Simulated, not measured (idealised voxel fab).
A process module follows: voxel tone inversion.
Pictured: cross-section cut, 140 nm wide, on a grid of 5 nm square cells.
Reading order for cross-sections: top band down to bottom band. Underlying form: a grid of square cells. Band size: one or more rows of cells.
For a band, the entry starts with two heights in nm, that of the top and then that of the bottom, and carries on with the band's materials in order from left to right, each alongside its width in nm; the word "all across" beside a single material means it fills the band edge to edge, and "blank" means empty space.
Convention: height 0 is the level below which the wafer, as received, is all one material. The lowest band does not terminate at the bottom but continues downward, represented as "z 0 and below".
Read "30 to 40" as a graded width: first number on top, second number at the bottom, same change between each pair of neighbouring rows.
"nothing got changed" after a step means that no cell of the cross-section changed.
Each empty space that has no open way to the top and spans at least 8 cells appears under "Entrapped voids" as width x height at distance, the distance counted from the left edge, all in nm.
If you see something after the settings on a step's line, that's the simulator's own remark about that step.
overlay nm: how far to the right of its planned place the mask lay on this masked step (negative: to the left).

**Planned step list for the process**
step 1: RECEIVE | material Si
step 2: CONFORMAL_DEP | material SiCN | thk nm 5
step 3: DIRECTIONAL_DEP | material aC | thk nm 20
step 4: PATTERN | tone cover | mask id POSTS | material resist | width nm 15 | pitch nm 40 | thk nm 25 | overlay nm 0
step 5: DIRECTIONAL_ETCH | etch materials aC | depth nm 20
step 6: STRIP | etch materials resist
step 7: FILL_DEP | material lowk | thk nm 10
step 8: CMP | height nm 25
step 9: STRIP | etch materials aC
The wafers are alike at the start. At step 4, their width nm differs. The plan lists the first wafer's value.

**The as-received cross-section of the first of several wafers corresponds to the state after step 1**
> z 0 and below  Si all across
> Entrapped voids: none

**Here is how to read the rows: every wafer has a row, and it shows the wafer at the end of the module, giving for each material how many cells were gained (+) or lost (-) since the wafer was received, then listing its closed voids**
width nm 15, +28 SiCN, +76 lowk, Entrapped voids: none
width nm 20, +28 SiCN, +64 lowk, Entrapped voids: none
width nm 25, +28 SiCN, +52 lowk, Entrapped voids: none
